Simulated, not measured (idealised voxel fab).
process module | voxel ribs on slabs
Cross-section cut spans 150 nm and uses square cells 5 nm in size.
Heads up, the way a cross-section reads in here is a grid of square cells, handed over as bands from the top down, with every band being one or more rows of cells. Read a band's entry like this: the first values are the height of its top and the height of its bottom in nm, and what follows is the sequence of materials from left to right, each with its width in nm. Note that "empty" is empty space, and that a single material marked "full width" reaches across the band from edge to edge. The level at which height equals 0 is the one under which the wafer, as it arrives, is entirely one material. No lower edge exists for the bottom band, which continues downward and is notated as in "0 and below". The expression "30..40" gives the width at the extremes of the band, the first number at its top row of cells and the second at its bottom row, with the width changing by equal amounts from each row to the next in between. "remained unchanged" after a step means that no cell of the cross-section changed. Under "Sealed void list" you'll find the enclosed gaps, the ones with no way out to the top, that are 8 cells or bigger; each reads width x height at distance, with distance counted from the left edge, everything in nm. Formally, on a step line, whatever follows the settings is a remark that the simulator itself makes on the step. A step's line can hold "overlay nm"; with a mask on that step, the setting says how far right of the planned place the mask lay, while a negative setting says it lay to the left.
## Planned step list for the process
| 1 | RECEIVE,material Si |
| 2 | DIRECTIONAL_DEP,material SiO2,thk nm 20 |
| 3 | DIRECTIONAL_DEP,material SiN,thk nm 25 |
| 4 | MASKED_ETCH,tone cover,mask id RIB,width nm 25,etch materials SiN,depth nm 15,overlay nm 0 |
| 5 | MASKED_ETCH,tone cover,mask id SLAB,width nm 75,etch materials SiN,depth nm 10,overlay nm -15 |
| 6 | FILL_DEP,material SiO2,thk nm 15 |
| 7 | CMP,height nm 55 |
| 8 | DIRECTIONAL_DEP,material W,thk nm 10 |
| 9 | DIRECTIONAL_DEP,material aC,thk nm 15 |
| 10 | PATTERN,tone cover,mask id HEATER,material resist,width nm 35,thk nm 30,overlay nm 0 |
| 11 | DIRECTIONAL_ETCH,etch materials aC,depth nm 15 |
| 12 | STRIP,etch materials resist |
| 13 | DIRECTIONAL_ETCH,etch materials W,depth nm 10 |
| 14 | STRIP,etch materials aC |
| 15 | CONFORMAL_DEP,material SiO2,thk nm 5 |
The value of overlay nm given for step 5 in the plan refers to the first wafer; the wafers vary in this setting and are alike at the start.
## Received condition of the first of several wafers, sectioned: post-step 1
> 0 and below: Si full width
> Sealed void list: none
## Cross-sectional representation of the first of several wafers at the end of the module, i.e. after its terminal step, step 15
> 70 down to 65: empty=50  SiO2=45  empty=55
> 65 down to 60: empty=50  SiO2=5  W=35  SiO2=5  empty=55
> 60 down to 55: SiO2=55  W=35  SiO2=60
> 55 down to 45: SiO2 full width
> 45 down to 30: SiO2=60  SiN=25  SiO2=65
> 30 down to 20: SiO2=20  SiN=75  SiO2=55
> 20 down to 0: SiO2 full width
> 0 and below: Si full width
> Sealed void list: none
## Here we cross-sectioned the last of the wafers once the module was done
> 70 down to 65: empty=50  SiO2=45  empty=55
> 65 down to 60: empty=50  SiO2=5  W=35  SiO2=5  empty=55
> 60 down to 55: SiO2=55  W=35  SiO2=60
> 55 down to 45: SiO2 full width
> 45 down to 30: SiO2=60  SiN=25  SiO2=65
> 30 down to 20: SiO2=50  SiN=75  SiO2=25
> 20 down to 0: SiO2 full width
> 0 and below: Si full width
> Sealed void list: none
## The following table contains a row per wafer, in which are reported, at the conclusion of the module, the cells of each material gained (+) or lost (-) since the wafer's receipt, with its closed voids given thereafter
overlay nm -15, +45 SiN, +319 SiO2, +14 W, Sealed void list: none
overlay nm -10, +45 SiN, +319 SiO2, +14 W, Sealed void list: none
overlay nm -5, +45 SiN, +319 SiO2, +14 W, Sealed void list: none
overlay nm 0, +45 SiN, +319 SiO2, +14 W, Sealed void list: none
overlay nm 5, +45 SiN, +319 SiO2, +14 W, Sealed void list: none
overlay nm 10, +45 SiN, +319 SiO2, +14 W, Sealed void list: none
overlay nm 15, +45 SiN, +319 SiO2, +14 W, Sealed void list: none
